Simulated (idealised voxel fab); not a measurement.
voxel double patterning: a process module
235 nm wide, 5 nm square cells: that's cross-section cut.
Reading order for cross-sections: top band down to bottom band. Underlying form: a grid of square cells. Band size: one or more rows of cells.
Read a band's entry like this: the first values are the height of its top and the height of its bottom in nm, and what follows is the sequence of materials from left to right, each with its width in nm. Note that "blank" is empty space, and that a single material marked "everywhere" reaches across the band from edge to edge.
Heights are reckoned from 0. Under this level, the received wafer is all of one material. The bottommost band is open-ended downward, for example "z 0 and below".
Graded width ("30->40"): value in top row of band = first number; value in bottom row = second number; row-to-row change constant.
For the purposes of this document, the phrase "same as before" attached to a step denotes that no cell within the cross-section was modified by that step.
In the "Tabulated closed voids" entry, you get each enclosed empty space of 8 cells or more, one with no open way to the top, written width x height at distance, distance from the left edge, in nm.
Where a step's line continues beyond its settings, the continuation is a remark by the simulator itself on that step.
overlay nm: mask right of planned place by this much (step with mask). Neg. = left.

### Steps planned for the process
1,RECEIVE with material Si
2,CONFORMAL_DEP with material SiO2, thk nm 10
3,DIRECTIONAL_DEP with material W, thk nm 15
4,DIRECTIONAL_DEP with material SiN, thk nm 10
5,MASKED_ETCH with tone open, mask id FIRST, width nm 15, pitch nm 50, etch materials SiN, depth nm 10, overlay nm -15
6,DIRECTIONAL_DEP with material aC, thk nm 15
7,PATTERN with tone open, mask id SECOND, material resist, width nm 15, pitch nm 50, thk nm 35, overlay nm 0
8,DIRECTIONAL_ETCH with etch materials aC, depth nm 15
9,STRIP with etch materials resist
10,DIRECTIONAL_ETCH with etch materials SiN, depth nm 10
11,STRIP with etch materials aC
12,DIRECTIONAL_ETCH with etch materials W, depth nm 15
13,STRIP with etch materials SiN
For clarity, it should be stated that the wafers under discussion commence in an identical condition and differ with respect to the overlay nm of step 5, the plan indicating the value that the first wafer had.

### First of several wafers, received after step 1, in cross-section
- z 0 and below = Si everywhere
- Tabulated closed voids: none

### Per wafer, end of module: cells gained (+) or lost (-) per material since receipt, then closed voids
overlay nm -15, +94 SiO2, +102 W, Tabulated closed voids: none
overlay nm -10, +94 SiO2, +96 W, Tabulated closed voids: none
overlay nm -5, +94 SiO2, +96 W, Tabulated closed voids: none
overlay nm 0, +94 SiO2, +96 W, Tabulated closed voids: none
overlay nm 5, +94 SiO2, +96 W, Tabulated closed voids: none
overlay nm 10, +94 SiO2, +96 W, Tabulated closed voids: none
overlay nm 15, +94 SiO2, +102 W, Tabulated closed voids: none
